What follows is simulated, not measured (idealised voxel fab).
process module | voxel released beams
cross-section cut | 280 nm wide | cells 5 nm
A cross-section is a grid of square cells, given in bands from the top down. A band is one or more rows of cells.
Each band's line starts with the height of the band's top and of its bottom, in nm. Then come its materials from left to right, each with its width in nm. One material with "throughout" fills the band from edge to edge. "air" is empty space.
Height 0 is the level under which the wafer as received is all one material. The lowest band goes on downwards, as in "0 down".
A width such as "30 to 40" changes by the same amount from each row of cells to the next, from the band's top row to its bottom row.
"no change" after a step means that no cell of the cross-section changed.
closed voids: empty space of 8 cells or more with no open way to the top, each as width x height at its distance from the left edge, in nm
after a step's settings: what the simulator itself notes on the step
overlay nm, on a step with a mask: how far to the right of its planned place the mask lay; to the left if negative
plan
1 op RECEIVE | material Si
2 op CONFORMAL_DEP | material SiN | thk nm 5
3 op DIRECTIONAL_DEP | material SiO2 | thk nm 20
4 op PATTERN | tone open | mask id ANCHOR | material resist | width nm 30 | thk nm 15 | overlay nm 0
5 op DIRECTIONAL_ETCH | etch materials SiO2 | depth nm 20
6 op STRIP | etch materials resist
7 op CONFORMAL_DEP | material TiN | thk nm 10
8 op DIRECTIONAL_DEP | material aC | thk nm 10
9 op PATTERN | tone cover | mask id BEAM | material resist | width nm 105 | thk nm 30 | overlay nm 0
10 op DIRECTIONAL_ETCH | etch materials aC | depth nm 10
11 op STRIP | etch materials resist
12 op DIRECTIONAL_ETCH | etch materials TiN | depth nm 10
13 op STRIP | etch materials aC
14 op STRIP | etch materials SiO2
as received, after step 1
  0 down: Si throughout
  closed voids: none
a wafer at the end: this start, this plan, one mistake
  25 to 5: SiO2 90 | air 30 | SiO2 160
  5 to 0: SiN throughout
  0 down: Si throughout
  closed voids: none
what went wrong: step 14 ran as: op STRIP | etch materials TiN
